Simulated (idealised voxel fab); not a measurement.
The following process module bears the name voxel ribs on slabs.
The cross-section on display is named cut; it measures 255 nm wide, and its cells are 5 nm squares.
Each cross-section below is a grid of square cells, stated as bands in top-down order, with one or more rows of cells making up each band.
Heads up on the band format: heights come first, top then bottom, in nm. After that it's the materials left to right, each with its width in nm. A single material flagged "full width" fills the whole band edge to edge, and "air" means there's empty space there.
For the purposes of this specification, 0 denotes the height below which the wafer in its as-received condition is composed wholly of one material, and the lowermost band, lacking a lower limit, extends downward without end, as expressed in "top 0, no bottom".
Graded width ("30 to 40"): value in top row of band = first number; value in bottom row = second number; row-to-row change constant.
A step reported as "nothing altered" is a step in which no cell of the cross-section changed.
"Encapsulated voids" specifies each empty space that is not open to the top and that occupies no fewer than 8 cells, using the form width x height at distance, the distance measured from the left edge and all three quantities in nm.
Text after the settings on a step's line: the simulator's own remark on that step.
"overlay nm" denotes, for a step that has a mask, the displacement of the mask to the right of its planned place, with negative values corresponding to the left.
Planned step list for the process:
1) op RECEIVE | material Si
2) op DIRECTIONAL_DEP | material SiO2 | thk nm 25
3) op DIRECTIONAL_DEP | material polySi | thk nm 15
4) op MASKED_ETCH | tone cover | mask id RIB | width nm 30 | etch materials polySi | depth nm 5 | overlay nm 0
5) op DIRECTIONAL_DEP | material aC | thk nm 10
6) op PATTERN | tone cover | mask id SLAB | material resist | width nm 70 | thk nm 30 | overlay nm 0
7) op DIRECTIONAL_ETCH | etch materials aC | depth nm 10
8) op STRIP | etch materials resist
9) op DIRECTIONAL_ETCH | etch materials polySi | depth nm 10
10) op STRIP | etch materials aC
11) op FILL_DEP | material SiO2 | thk nm 30
12) op CMP | height nm 60
13) op DIRECTIONAL_DEP | material TiN | thk nm 10
14) op MASKED_ETCH | tone cover | mask id HEATER | width nm 40 | etch materials TiN | depth nm 10 | overlay nm 0
15) op CONFORMAL_DEP | material SiO2 | thk nm 5
As-received state of the wafer in cross-section, equivalent to post-step 1:
top 0, no bottom: Si full width
Encapsulated voids: none
The plan above was carried out on the starting structure above with one mistake, and this cross-section shows the wafer at the end of the module:
top 70, bottom 60: air (105), TiN (40), air (110)
top 60, bottom 40: SiO2 full width
top 40, bottom 35: SiO2 (110), polySi (30), SiO2 (115)
top 35, bottom 25: SiO2 (90), polySi (70), SiO2 (95)
top 25, bottom 0: SiO2 full width
top 0, no bottom: Si full width
Encapsulated voids: none
What went wrong in running the wafer? no execution of plan step 15; skipped
